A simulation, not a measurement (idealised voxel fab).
Presented below is a process module, voxel self aligned contacts.
cross-section cut | 240 nm wide | cells 5 nm
Heads up, the way a cross-section reads in here is a grid of square cells, handed over as bands from the top down, with every band being one or more rows of cells.
Read a band's entry like this: the first values are the height of its top and the height of its bottom in nm, and what follows is the sequence of materials from left to right, each with its width in nm. Note that "blank" is empty space, and that a single material marked "edge to edge" reaches across the band from edge to edge.
Heights from 0 (as-received wafer is one material below). Bottom band endless downward, as "0 down".
So if you see something like "30->40" for the width, read it as the top row of the band sitting at the first number and the bottom row at the second, with every row in between moving by the same amount as the last.
Where a step carries "remains unaltered", the cross-section came out of it unchanged, cell for cell.
Empty spaces without an open route to the top, at least 8 cells in extent, make up the entry "Enclosed cavity list"; each is given as width x height at distance, where the distance is measured from the left edge, and all are in nm.
On a step's line, text after the settings is the simulator commenting on that step.
The optional step-line setting "overlay nm" applies to steps with a mask and quantifies how far to the right of its planned location the mask lay, a negative value indicating leftward placement.
Listed below are the process steps as planned
1) RECEIVE [material Si]
2) CONFORMAL_DEP [material SiO2] [thk nm 5]
3) DIRECTIONAL_DEP [material polySi] [thk nm 25]
4) DIRECTIONAL_DEP [material SiN] [thk nm 20]
5) DIRECTIONAL_DEP [material aC] [thk nm 15]
6) PATTERN [tone cover] [mask id GATE] [material resist] [width nm 35] [pitch nm 60] [thk nm 30] [overlay nm 0]
7) DIRECTIONAL_ETCH [etch materials aC] [depth nm 15]
8) STRIP [etch materials resist]
9) DIRECTIONAL_ETCH [etch materials SiN] [depth nm 20]
10) DIRECTIONAL_ETCH [etch materials polySi] [depth nm 25]
11) STRIP [etch materials aC]
12) CONFORMAL_DEP [material SiN] [thk nm 5]
13) DIRECTIONAL_ETCH [etch materials SiN] [depth nm 5]
14) FILL_DEP [material SiO2] [thk nm 15]
15) CMP [height nm 55]
16) PATTERN [tone open] [mask id CONTACT] [material resist] [width nm 45] [thk nm 15] [overlay nm 0]
17) DIRECTIONAL_ETCH [etch materials SiO2] [depth nm 55]
18) STRIP [etch materials resist]
19) CONFORMAL_DEP [material TiN] [thk nm 5]
20) FILL_DEP [material W] [thk nm 5]
21) CMP [height nm 55]
22) CONFORMAL_DEP [material SiN] [thk nm 5]
First wafer, two in total, run as planned
Incoming wafer, cross-sectional view, post step 1
  0 down | Si edge to edge
  Enclosed cavity list: none
So this is the wafer cross-section right after step 2
  5 to 0 | SiO2 edge to edge
  For the remainder of the cross-section, below 0, there is no change.
So this is the wafer cross-section right after step 3
  30 to 5 | polySi edge to edge
  For the remainder of the cross-section, below 5, there is no change.
So this is the wafer cross-section right after step 4
  50 to 30 | SiN edge to edge
  For the remainder of the cross-section, below 30, there is no change.
So this is the wafer cross-section right after step 5
  65 to 50 | aC edge to edge
  For the remainder of the cross-section, below 50, there is no change.
So this is the wafer cross-section right after step 6
  95 to 65 | blank 70 nm | resist 35 nm | blank 25 nm | resist 35 nm | blank 75 nm
  For the remainder of the cross-section, below 65, there is no change.
So this is the wafer cross-section right after step 7
  80 to 65 | blank 70 nm | resist 35 nm | blank 25 nm | resist 35 nm | blank 75 nm
  65 to 50 | blank 70 nm | aC 35 nm | blank 25 nm | aC 35 nm | blank 75 nm
  For the remainder of the cross-section, below 50, there is no change.
So this is the wafer cross-section right after step 8
  65 to 50 | blank 70 nm | aC 35 nm | blank 25 nm | aC 35 nm | blank 75 nm
  For the remainder of the cross-section, below 50, there is no change.
So this is the wafer cross-section right after step 9
  65 to 50 | blank 70 nm | aC 35 nm | blank 25 nm | aC 35 nm | blank 75 nm
  50 to 30 | blank 70 nm | SiN 35 nm | blank 25 nm | SiN 35 nm | blank 75 nm
  For the remainder of the cross-section, below 30, there is no change.
So this is the wafer cross-section right after step 10
  65 to 50 | blank 70 nm | aC 35 nm | blank 25 nm | aC 35 nm | blank 75 nm
  50 to 30 | blank 70 nm | SiN 35 nm | blank 25 nm | SiN 35 nm | blank 75 nm
  30 to 5 | blank 70 nm | polySi 35 nm | blank 25 nm | polySi 35 nm | blank 75 nm
  For the remainder of the cross-section, below 5, there is no change.
So this is the wafer cross-section right after step 11
  50 to 30 | blank 70 nm | SiN 35 nm | blank 25 nm | SiN 35 nm | blank 75 nm
  For the remainder of the cross-section, below 30, there is no change.
So this is the wafer cross-section right after step 12
  55 to 30 | blank 65 nm | SiN 45 nm | blank 15 nm | SiN 45 nm | blank 70 nm
  30 to 10 | blank 65 nm | SiN 5 nm | polySi 35 nm | SiN 5 nm | blank 15 nm | SiN 5 nm | polySi 35 nm | SiN 5 nm | blank 70 nm
  10 to 5 | SiN 70 nm | polySi 35 nm | SiN 25 nm | polySi 35 nm | SiN 75 nm
  For the remainder of the cross-section, below 5, there is no change.
So this is the wafer cross-section right after step 13
  50 to 30 | blank 65 nm | SiN 45 nm | blank 15 nm | SiN 45 nm | blank 70 nm
  30 to 5 | blank 65 nm | SiN 5 nm | polySi 35 nm | SiN 5 nm | blank 15 nm | SiN 5 nm | polySi 35 nm | SiN 5 nm | blank 70 nm
  For the remainder of the cross-section, below 5, there is no change.
So this is the wafer cross-section right after step 14
  65 to 50 | SiO2 edge to edge
  50 to 30 | SiO2 65 nm | SiN 45 nm | SiO2 15 nm | SiN 45 nm | SiO2 70 nm
  30 to 5 | SiO2 65 nm | SiN 5 nm | polySi 35 nm | SiN 5 nm | SiO2 15 nm | SiN 5 nm | polySi 35 nm | SiN 5 nm | SiO2 70 nm
  For the remainder of the cross-section, below 5, there is no change.
So this is the wafer cross-section right after step 15
  55 to 50 | SiO2 edge to edge
  For the remainder of the cross-section, below 50, there is no change.
So this is the wafer cross-section right after step 16
  70 to 55 | resist 95 nm | blank 45 nm | resist 100 nm
  For the remainder of the cross-section, below 55, there is no change.
So this is the wafer cross-section right after step 17
  70 to 55 | resist 95 nm | blank 45 nm | resist 100 nm
  55 to 50 | SiO2 95 nm | blank 45 nm | SiO2 100 nm
  50 to 30 | SiO2 65 nm | SiN 45 nm | blank 15 nm | SiN 45 nm | SiO2 70 nm
  30 to 5 | SiO2 65 nm | SiN 5 nm | polySi 35 nm | SiN 5 nm | blank 15 nm | SiN 5 nm | polySi 35 nm | SiN 5 nm | SiO2 70 nm
  5 to 0 | SiO2 110 nm | blank 15 nm | SiO2 115 nm
  For the remainder of the cross-section, below 0, there is no change.
So this is the wafer cross-section right after step 18
  55 to 50 | SiO2 95 nm | blank 45 nm | SiO2 100 nm
  For the remainder of the cross-section, below 50, there is no change.
So this is the wafer cross-section right after step 19
  60 to 55 | TiN 100 nm | blank 35 nm | TiN 105 nm
  55 to 50 | SiO2 95 nm | TiN 20 nm | blank 5 nm | TiN 20 nm | SiO2 100 nm
  50 to 30 | SiO2 65 nm | SiN 45 nm | TiN 5 nm | blank 5 nm | TiN 5 nm | SiN 45 nm | SiO2 70 nm
  30 to 5 | SiO2 65 nm | SiN 5 nm | polySi 35 nm | SiN 5 nm | TiN 5 nm | blank 5 nm | TiN 5 nm | SiN 5 nm | polySi 35 nm | SiN 5 nm | SiO2 70 nm
  5 to 0 | SiO2 110 nm | TiN 15 nm | SiO2 115 nm
  For the remainder of the cross-section, below 0, there is no change.
So this is the wafer cross-section right after step 20
  65 to 60 | W edge to edge
  60 to 55 | TiN 100 nm | W 35 nm | TiN 105 nm
  55 to 50 | SiO2 95 nm | TiN 20 nm | W 5 nm | TiN 20 nm | SiO2 100 nm
  50 to 30 | SiO2 65 nm | SiN 45 nm | TiN 5 nm | W 5 nm | TiN 5 nm | SiN 45 nm | SiO2 70 nm
  30 to 5 | SiO2 65 nm | SiN 5 nm | polySi 35 nm | SiN 5 nm | TiN 5 nm | W 5 nm | TiN 5 nm | SiN 5 nm | polySi 35 nm | SiN 5 nm | SiO2 70 nm
  For the remainder of the cross-section, below 5, there is no change.
So this is the wafer cross-section right after step 21
  55 to 50 | SiO2 95 nm | TiN 20 nm | W 5 nm | TiN 20 nm | SiO2 100 nm
  For the remainder of the cross-section, below 50, there is no change.
So this is the wafer cross-section right after step 22
  60 to 55 | SiN edge to edge
  For the remainder of the cross-section, below 55, there is no change.
Wafer two. Same start, same plan, one slip in execution. Same as wafer one through step 11, inclusive
Cross-section: second wafer, time at which step 12 was scheduled to end: remains unaltered
Cross-section: second wafer, time at which step 13 was scheduled to end
  45 to 30 | blank 70 nm | SiN 35 nm | blank 25 nm | SiN 35 nm | blank 75 nm
  For the remainder of the cross-section, below 30, there is no change.
Cross-section: second wafer, time at which step 14 was scheduled to end
  60 to 45 | SiO2 edge to edge
  45 to 30 | SiO2 70 nm | SiN 35 nm | SiO2 25 nm | SiN 35 nm | SiO2 75 nm
  30 to 5 | SiO2 70 nm | polySi 35 nm | SiO2 25 nm | polySi 35 nm | SiO2 75 nm
  For the remainder of the cross-section, below 5, there is no change.
Cross-section: second wafer, time at which step 15 was scheduled to end
  55 to 45 | SiO2 edge to edge
  For the remainder of the cross-section, below 45, there is no change.
Cross-section: second wafer, time at which step 16 was scheduled to end
  70 to 55 | resist 95 nm | blank 45 nm | resist 100 nm
  For the remainder of the cross-section, below 55, there is no change.
Cross-section: second wafer, time at which step 17 was scheduled to end
  70 to 55 | resist 95 nm | blank 45 nm | resist 100 nm
  55 to 45 | SiO2 95 nm | blank 45 nm | SiO2 100 nm
  45 to 30 | SiO2 70 nm | SiN 35 nm | blank 25 nm | SiN 35 nm | SiO2 75 nm
  30 to 5 | SiO2 70 nm | polySi 35 nm | blank 25 nm | polySi 35 nm | SiO2 75 nm
  5 to 0 | SiO2 105 nm | blank 25 nm | SiO2 110 nm
  For the remainder of the cross-section, below 0, there is no change.
Cross-section: second wafer, time at which step 18 was scheduled to end
  55 to 45 | SiO2 95 nm | blank 45 nm | SiO2 100 nm
  For the remainder of the cross-section, below 45, there is no change.
Cross-section: second wafer, time at which step 19 was scheduled to end
  60 to 55 | TiN 100 nm | blank 35 nm | TiN 105 nm
  55 to 45 | SiO2 95 nm | TiN 5->15 nm | blank 35->15 nm | TiN 5->15 nm | SiO2 100 nm
  45 to 30 | SiO2 70 nm | SiN 35 nm | TiN 5 nm | blank 15 nm | TiN 5 nm | SiN 35 nm | SiO2 75 nm
  30 to 5 | SiO2 70 nm | polySi 35 nm | TiN 5 nm | blank 15 nm | TiN 5 nm | polySi 35 nm | SiO2 75 nm
  5 to 0 | SiO2 105 nm | TiN 25 nm | SiO2 110 nm
  For the remainder of the cross-section, below 0, there is no change.
Cross-section: second wafer, time at which step 20 was scheduled to end
  65 to 60 | W edge to edge
  60 to 55 | TiN 100 nm | W 35 nm | TiN 105 nm
  55 to 45 | SiO2 95 nm | TiN 5->15 nm | W 35->15 nm | TiN 5->15 nm | SiO2 100 nm
  45 to 30 | SiO2 70 nm | SiN 35 nm | TiN 5 nm | W 15 nm | TiN 5 nm | SiN 35 nm | SiO2 75 nm
  30 to 5 | SiO2 70 nm | polySi 35 nm | TiN 5 nm | W 15 nm | TiN 5 nm | polySi 35 nm | SiO2 75 nm
  For the remainder of the cross-section, below 5, there is no change.
Cross-section: second wafer, time at which step 21 was scheduled to end
  55 to 45 | SiO2 95 nm | TiN 5->15 nm | W 35->15 nm | TiN 5->15 nm | SiO2 100 nm
  For the remainder of the cross-section, below 45, there is no change.
Cross-section: second wafer, time at which step 22 was scheduled to end
  60 to 55 | SiN edge to edge
  For the remainder of the cross-section, below 55, there is no change.
In executing the process, a mistake was made relative to the plan: no execution of plan step 12; skipped
End check, counted in cells, second wafer has more or fewer of these materials than the first: SiN: 50 fewer; SiO2: 26 more; W: 24 more
